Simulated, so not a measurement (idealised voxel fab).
process module | voxel ribs on slabs
This is section cut - it's 150 nm across, gridded in 5 nm square cells.
Cross-section format: a grid of square cells, given as bands from top to bottom; each band is one or more rows of cells. This entry defines a band. It first specifies the height of the band's top and the height of its bottom in nm, and then specifies the band's materials from left to right, stating each material with its width in nm. The word "everywhere" identifies a single material that fills the band from edge to edge, while the word "air" identifies empty space. It should be noted that heights are counted from 0, beneath which the wafer as supplied is of one material throughout, and that the lowest band possesses no lower boundary but continues downward, as written in "from 0 down". You'd read "30 to 40" like this: the band's top row of cells is as wide as the first number, its bottom row is as wide as the second, and going down, every row changes width by the same amount as the row before did. What does "remained unchanged" mean for a step? It means no cell of the cross-section changed in that step. Entry "Encapsulated voids" = empty spaces >= 8 cells with no open way to the top; each as width x height at distance, distance from left edge, all nm. after a step's settings: what the simulator itself notes on the step. overlay nm: mask offset rightward from planned place, masked step; negative means leftward offset.
SET OUT BELOW ARE THE PLANNED STEPS OF THE PROCESS
step 1: RECEIVE | material Si
step 2: DIRECTIONAL_DEP | material SiO2 | thk nm 25
step 3: DIRECTIONAL_DEP | material SiN | thk nm 15
step 4: PATTERN | tone cover | mask id RIB | material resist | width nm 15 | thk nm 15 | overlay nm 0
step 5: DIRECTIONAL_ETCH | etch materials SiN | depth nm 10
step 6: STRIP | etch materials resist
step 7: MASKED_ETCH | tone cover | mask id SLAB | width nm 55 | etch materials SiN | depth nm 5 | overlay nm 0
step 8: FILL_DEP | material SiO2 | thk nm 15
step 9: CMP | height nm 50
step 10: DIRECTIONAL_DEP | material TiN | thk nm 5
step 11: PATTERN | tone cover | mask id HEATER | material resist | width nm 25 | thk nm 20 | overlay nm 0
step 12: DIRECTIONAL_ETCH | etch materials TiN | depth nm 5
step 13: STRIP | etch materials resist
step 14: CONFORMAL_DEP | material SiN | thk nm 5
THE FIRST OF A SET OF TWO WAFERS, RUN TO PLAN
RECEIVED-STATE CROSS-SECTION, REFLECTING COMPLETION OF STEP 1
from 0 down: Si everywhere
Encapsulated voids: none
STEP 2 DONE - WAFER CROSS-SECTION
from 25 to 0: SiO2 everywhere
Everything below 0 is unchanged.
STEP 3 DONE - WAFER CROSS-SECTION
from 40 to 25: SiN everywhere
Everything below 25 is unchanged.
STEP 4 DONE - WAFER CROSS-SECTION
from 55 to 40: 65 of air; 15 of resist; 70 of air
Everything below 40 is unchanged.
STEP 5 DONE - WAFER CROSS-SECTION
from 55 to 40: 65 of air; 15 of resist; 70 of air
from 40 to 30: 65 of air; 15 of SiN; 70 of air
Everything below 30 is unchanged.
STEP 6 DONE - WAFER CROSS-SECTION
from 40 to 30: 65 of air; 15 of SiN; 70 of air
Everything below 30 is unchanged.
STEP 7 DONE - WAFER CROSS-SECTION
from 40 to 30: 65 of air; 15 of SiN; 70 of air
from 30 to 25: 45 of air; 55 of SiN; 50 of air
Everything below 25 is unchanged.
STEP 8 DONE - WAFER CROSS-SECTION
from 55 to 40: SiO2 everywhere
from 40 to 30: 65 of SiO2; 15 of SiN; 70 of SiO2
from 30 to 25: 45 of SiO2; 55 of SiN; 50 of SiO2
Everything below 25 is unchanged.
STEP 9 DONE - WAFER CROSS-SECTION
from 50 to 40: SiO2 everywhere
Everything below 40 is unchanged.
STEP 10 DONE - WAFER CROSS-SECTION
from 55 to 50: TiN everywhere
Everything below 50 is unchanged.
STEP 11 DONE - WAFER CROSS-SECTION
from 75 to 55: 60 of air; 25 of resist; 65 of air
Everything below 55 is unchanged.
STEP 12 DONE - WAFER CROSS-SECTION
from 75 to 55: 60 of air; 25 of resist; 65 of air
from 55 to 50: 60 of air; 25 of TiN; 65 of air
Everything below 50 is unchanged.
STEP 13 DONE - WAFER CROSS-SECTION
from 55 to 50: 60 of air; 25 of TiN; 65 of air
Everything below 50 is unchanged.
STEP 14 DONE - WAFER CROSS-SECTION
from 60 to 55: 55 of air; 35 of SiN; 60 of air
from 55 to 50: 60 of SiN; 25 of TiN; 65 of SiN
Everything below 50 is unchanged.
SECOND WAFER (IDENTICAL START AND PLAN, ONE PROCESSING ERROR; MATCHES FIRST WAFER THROUGH STEP 1)
CROSS-SECTION OF THE SECOND WAFER AT THE TIME STEP 2 OF THE PLAN SHOULD HAVE ENDED
from 15 to 0: SiN everywhere
Everything below 0 is unchanged.
CROSS-SECTION OF THE SECOND WAFER AT THE TIME STEP 3 OF THE PLAN SHOULD HAVE ENDED
from 40 to 15: SiO2 everywhere
Everything below 15 is unchanged.
CROSS-SECTION OF THE SECOND WAFER AT THE TIME STEP 4 OF THE PLAN SHOULD HAVE ENDED
from 55 to 40: 65 of air; 15 of resist; 70 of air
Everything below 40 is unchanged.
Cross-section of the second wafer at the time step 5 of the plan should have ended: remained unchanged
CROSS-SECTION OF THE SECOND WAFER AT THE TIME STEP 6 OF THE PLAN SHOULD HAVE ENDED
from 40 to 15: SiO2 everywhere
Everything below 15 is unchanged.
Cross-section of the second wafer at the time step 7 of the plan should have ended: remained unchanged
CROSS-SECTION OF THE SECOND WAFER AT THE TIME STEP 8 OF THE PLAN SHOULD HAVE ENDED
from 55 to 15: SiO2 everywhere
Everything below 15 is unchanged.
CROSS-SECTION OF THE SECOND WAFER AT THE TIME STEP 9 OF THE PLAN SHOULD HAVE ENDED
from 50 to 15: SiO2 everywhere
Everything below 15 is unchanged.
CROSS-SECTION OF THE SECOND WAFER AT THE TIME STEP 10 OF THE PLAN SHOULD HAVE ENDED
from 55 to 50: TiN everywhere
Everything below 50 is unchanged.
CROSS-SECTION OF THE SECOND WAFER AT THE TIME STEP 11 OF THE PLAN SHOULD HAVE ENDED
from 75 to 55: 60 of air; 25 of resist; 65 of air
Everything below 55 is unchanged.
CROSS-SECTION OF THE SECOND WAFER AT THE TIME STEP 12 OF THE PLAN SHOULD HAVE ENDED
from 75 to 55: 60 of air; 25 of resist; 65 of air
from 55 to 50: 60 of air; 25 of TiN; 65 of air
Everything below 50 is unchanged.
CROSS-SECTION OF THE SECOND WAFER AT THE TIME STEP 13 OF THE PLAN SHOULD HAVE ENDED
from 55 to 50: 60 of air; 25 of TiN; 65 of air
Everything below 50 is unchanged.
CROSS-SECTION OF THE SECOND WAFER AT THE TIME STEP 14 OF THE PLAN SHOULD HAVE ENDED
from 60 to 55: 55 of air; 35 of SiN; 60 of air
from 55 to 50: 60 of SiN; 25 of TiN; 65 of SiN
Everything below 50 is unchanged.
Deviation noted in wafer processing: steps 2 and 3 of the plan were run in the wrong order, each in the other's place
Wrapping up, a cell-based count of both wafers puts the second over or under the first for these materials: 73 more of SiN | 73 fewer of SiO2
